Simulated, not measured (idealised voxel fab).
Process module, titled voxel self aligned vias
Xsec cut, 265 nm wide, square cell size 5 nm.
Cross-section layout: square cells on a grid; listed as bands, top to bottom; a band spans one or more cell rows.
Within each band entry, the heights of the top and of the bottom of the band appear first, in that order and in nm; the materials of the band then follow from left to right, each with its corresponding width in nm. The designation "throughout" on a single material indicates that it fills the band from edge to edge; the designation "air" indicates empty space.
Heights are reckoned from 0. Under this level, the received wafer is all of one material. The bottommost band is open-ended downward, for example "0 -> down".
A width given as "30 to 40" starts at the first number in the band's top row and ends at the second number in its bottom row, shifting by an equal amount at every step from row to row.
The cross-section has no changed cell in any step marked "remained the same".
Closed empty spaces (no open way to the top) of 8 cells or more are what "Fully enclosed voids" lists, each as width x height at distance from the left edge, nm for all three.
Where a step's line continues beyond its settings, the continuation is a remark by the simulator itself on that step.
When a step includes a mask, the "overlay nm" setting on its line states how far to the right of its planned place that mask lay, and negative values state how far to the left.
STEPS IN THE PROCESS PLAN
1,RECEIVE (material Si)
2,CONFORMAL_DEP (material SiO2; thk nm 15)
3,CONFORMAL_DEP (material SiCN; thk nm 5)
4,DIRECTIONAL_DEP (material lowk; thk nm 25)
5,DIRECTIONAL_DEP (material aC; thk nm 15)
6,PATTERN (tone open; mask id LINES; material resist; width nm 20; pitch nm 60; thk nm 35; overlay nm 0)
7,DIRECTIONAL_ETCH (etch materials aC; depth nm 15)
8,STRIP (etch materials resist)
9,DIRECTIONAL_ETCH (etch materials lowk; depth nm 25)
10,STRIP (etch materials aC)
11,CONFORMAL_DEP (material TiN; thk nm 5)
12,FILL_DEP (material W; thk nm 5)
13,CMP (height nm 45)
14,SELECTIVE_ETCH (etch materials W Ru TiN; depth nm 10)
15,FILL_DEP (material SiN; thk nm 10)
16,CMP (height nm 45)
17,DIRECTIONAL_DEP (material lowk; thk nm 15)
18,DIRECTIONAL_DEP (material aC; thk nm 15)
19,PATTERN (tone open; mask id VIAS; material resist; width nm 30; pitch nm 60; thk nm 35; overlay nm 0)
20,DIRECTIONAL_ETCH (etch materials aC; depth nm 15)
21,STRIP (etch materials resist)
22,DIRECTIONAL_ETCH (etch materials lowk; depth nm 15)
23,DIRECTIONAL_ETCH (etch materials SiN; depth nm 10)
24,STRIP (etch materials aC)
25,CONFORMAL_DEP (material TiN; thk nm 5)
26,FILL_DEP (material W; thk nm 10)
27,CMP (height nm 60)
28,CONFORMAL_DEP (material SiN; thk nm 5)
THE CROSS-SECTION HERE SHOWS THE WAFER AS RECEIVED, I.E. IN ITS STATE AFTER STEP 1
> 0 -> down | Si throughout
> Fully enclosed voids: none
SAME STARTING WAFER, SAME PLAN AS ABOVE, ONE MISTAKE IN THE EXECUTION; THIS IS THE CROSS-SECTION AT THE END OF THE MODULE
> 65 -> 60 | SiN throughout
> 60 -> 50 | 55 of lowk; 5 of TiN; 20 of W; 5 of TiN; 30 of lowk; 5 of TiN; 20 of W; 5 of TiN; 30 of lowk; 5 of TiN; 20 of W; 5 of TiN; 60 of lowk
> 50 -> 40 | 55 to 60 of lowk; 10 to 5 of TiN; 15 of W; 5 of TiN; 30 to 35 of lowk; 10 to 5 of TiN; 15 of W; 5 of TiN; 30 to 35 of lowk; 10 to 5 of TiN; 15 of W; 5 of TiN; 60 of lowk
> 40 -> 35 | 60 of lowk; 25 of TiN; 35 of lowk; 25 of TiN; 35 of lowk; 25 of TiN; 60 of lowk
> 35 -> 25 | 60 of lowk; 5 of TiN; 15 of W; 5 of TiN; 35 of lowk; 5 of TiN; 15 of W; 5 of TiN; 35 of lowk; 5 of TiN; 15 of W; 5 of TiN; 60 of lowk
> 25 -> 20 | 60 of lowk; 25 of TiN; 35 of lowk; 25 of TiN; 35 of lowk; 25 of TiN; 60 of lowk
> 20 -> 15 | SiCN throughout
> 15 -> 0 | SiO2 throughout
> 0 -> down | Si throughout
> Fully enclosed voids: none
Processing error: heads up, step 6 didn't go per plan, it actually ran as PATTERN (tone open; mask id LINES; material resist; width nm 25; pitch nm 60; thk nm 35; overlay nm 0)
